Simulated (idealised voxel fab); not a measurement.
process module | voxel gate over fins
cross-section cut | 275 nm wide | cells 5 nm
A cross-section is a grid of square cells, given in bands from the top down. A band is one or more rows of cells.
Each band's line starts with the height of the band's top and of its bottom, in nm. Then come its materials from left to right, each with its width in nm. One material with "throughout" fills the band from edge to edge. "air" is empty space.
Height 0 is the level under which the wafer as received is all one material. The lowest band goes on downwards, as in "0 down".
A width such as "30 to 40" changes by the same amount from each row of cells to the next, from the band's top row to its bottom row.
"no change" after a step means that no cell of the cross-section changed.
closed voids: empty space of 8 cells or more with no open way to the top, each as width x height at its distance from the left edge, in nm
after a step's settings: what the simulator itself notes on the step
overlay nm, on a step with a mask: how far to the right of its planned place the mask lay; to the left if negative
plan
1 op RECEIVE | material Si
2 op CONFORMAL_DEP | material SiN | thk nm 10
3 op DIRECTIONAL_DEP | material aC | thk nm 15
4 op PATTERN | tone cover | mask id FINS | material resist | width nm 15 | pitch nm 50 | thk nm 35 | overlay nm 0
5 op DIRECTIONAL_ETCH | etch materials aC | depth nm 15
6 op STRIP | etch materials resist
7 op DIRECTIONAL_ETCH | etch materials SiN | depth nm 10
8 op DIRECTIONAL_ETCH | etch materials Si | depth nm 40
9 op STRIP | etch materials aC
10 op OXIDIZE | depth nm 5
11 op FILL_DEP | material SiO2 | thk nm 15
12 op CMP | height nm 10
13 op MASKED_ETCH | tone open | mask id RAIL | width nm 15 | etch materials SiO2 | depth nm 45 | overlay nm 0
14 op CONFORMAL_DEP | material TiN | thk nm 5
15 op FILL_DEP | material W | thk nm 10
16 op CMP | height nm 10
17 op SELECTIVE_ETCH | etch materials W Ru TiN | depth nm 30
18 op FILL_DEP | material SiO2 | thk nm 5
19 op CMP | height nm 10
20 op SELECTIVE_ETCH | etch materials SiO2 | depth nm 20
21 op STRIP | etch materials SiN
22 op CONFORMAL_DEP | material HfO2 | thk nm 5
23 op CONFORMAL_DEP | material TiN | thk nm 5
24 op CONFORMAL_DEP | material TiAl | thk nm 5
25 op CONFORMAL_DEP | material TiN | thk nm 5
26 op FILL_DEP | material W | thk nm 15
27 op CMP | height nm 30
28 op CONFORMAL_DEP | material SiCN | thk nm 10
as received, after step 1
  0 down: Si throughout
  closed voids: none
first wafer at the end, as planned
  40 to 30: SiCN throughout
  30 to 20: W throughout
  20 to 15: W 90 | TiN 45 | W 5 | TiN 45 | W 90
  15 to 10: W 90 | TiN 5 | TiAl 35 | TiN 5 | W 5 | TiN 5 | TiAl 35 | TiN 5 | W 90
  10 to 5: TiN 95 | TiAl 5 | TiN 25 | TiAl 5 | TiN 15 | TiAl 5 | TiN 25 | TiAl 5 | TiN 95
  5 to 0: TiAl 100 | TiN 5 | HfO2 15 | TiN 5 | TiAl 25 | TiN 5 | HfO2 15 | TiN 5 | TiAl 100
  0 to -5: TiN 105 | HfO2 5 | Si 5 | HfO2 5 | TiN 35 | HfO2 5 | Si 5 | HfO2 5 | TiN 105
  -5 to -10: HfO2 110 | Si 5 | HfO2 45 | Si 5 | HfO2 110
  -10 to -20: SiO2 110 | Si 5 | SiO2 45 | Si 5 | SiO2 110
  -20 to -30: SiO2 110 | Si 5 | SiO2 15 | TiN 5 | W 5 | TiN 5 | SiO2 15 | Si 5 | SiO2 110
  -30 to -35: SiO2 110 | Si 5 | SiO2 15 | TiN 15 | SiO2 15 | Si 5 | SiO2 110
  -35 to -45: SiO2 110 | Si 5 | SiO2 45 | Si 5 | SiO2 110
  -45 down: Si throughout
  closed voids: none
second wafer at the end: like start, like plan, one mistake
  40 to 30: SiCN throughout
  30 to 20: W throughout
  20 to 15: W 85 | TiN 45 | W 5 | TiN 45 | W 95
  15 to 10: W 85 | TiN 5 | TiAl 35 | TiN 5 | W 5 | TiN 5 | TiAl 35 | TiN 5 | W 95
  10 to 5: TiN 90 | TiAl 5 | TiN 25 | TiAl 5 | TiN 15 | TiAl 5 | TiN 25 | TiAl 5 | TiN 100
  5 to 0: TiAl 95 | TiN 5 | HfO2 15 | TiN 5 | TiAl 25 | TiN 5 | HfO2 15 | TiN 5 | TiAl 105
  0 to -5: TiN 100 | HfO2 5 | Si 5 | HfO2 5 | TiN 35 | HfO2 5 | Si 5 | HfO2 5 | TiN 110
  -5 to -10: HfO2 105 | Si 5 | HfO2 45 | Si 5 | HfO2 115
  -10 to -20: SiO2 105 | Si 5 | SiO2 45 | Si 5 | SiO2 115
  -20 to -30: SiO2 105 | Si 5 | SiO2 20 | TiN 5 | W 5 | TiN 5 | SiO2 10 | Si 5 | SiO2 115
  -30 to -35: SiO2 105 | Si 5 | SiO2 20 | TiN 15 | SiO2 10 | Si 5 | SiO2 115
  -35 to -45: SiO2 105 | Si 5 | SiO2 45 | Si 5 | SiO2 115
  -45 down: Si throughout
  closed voids: none
what went wrong: step 4 ran as: op PATTERN | tone cover | mask id FINS | material resist | width nm 15 | pitch nm 50 | thk nm 35 | overlay nm -5
at the end the second wafer has, in cells: as many of each material as the first, in other places
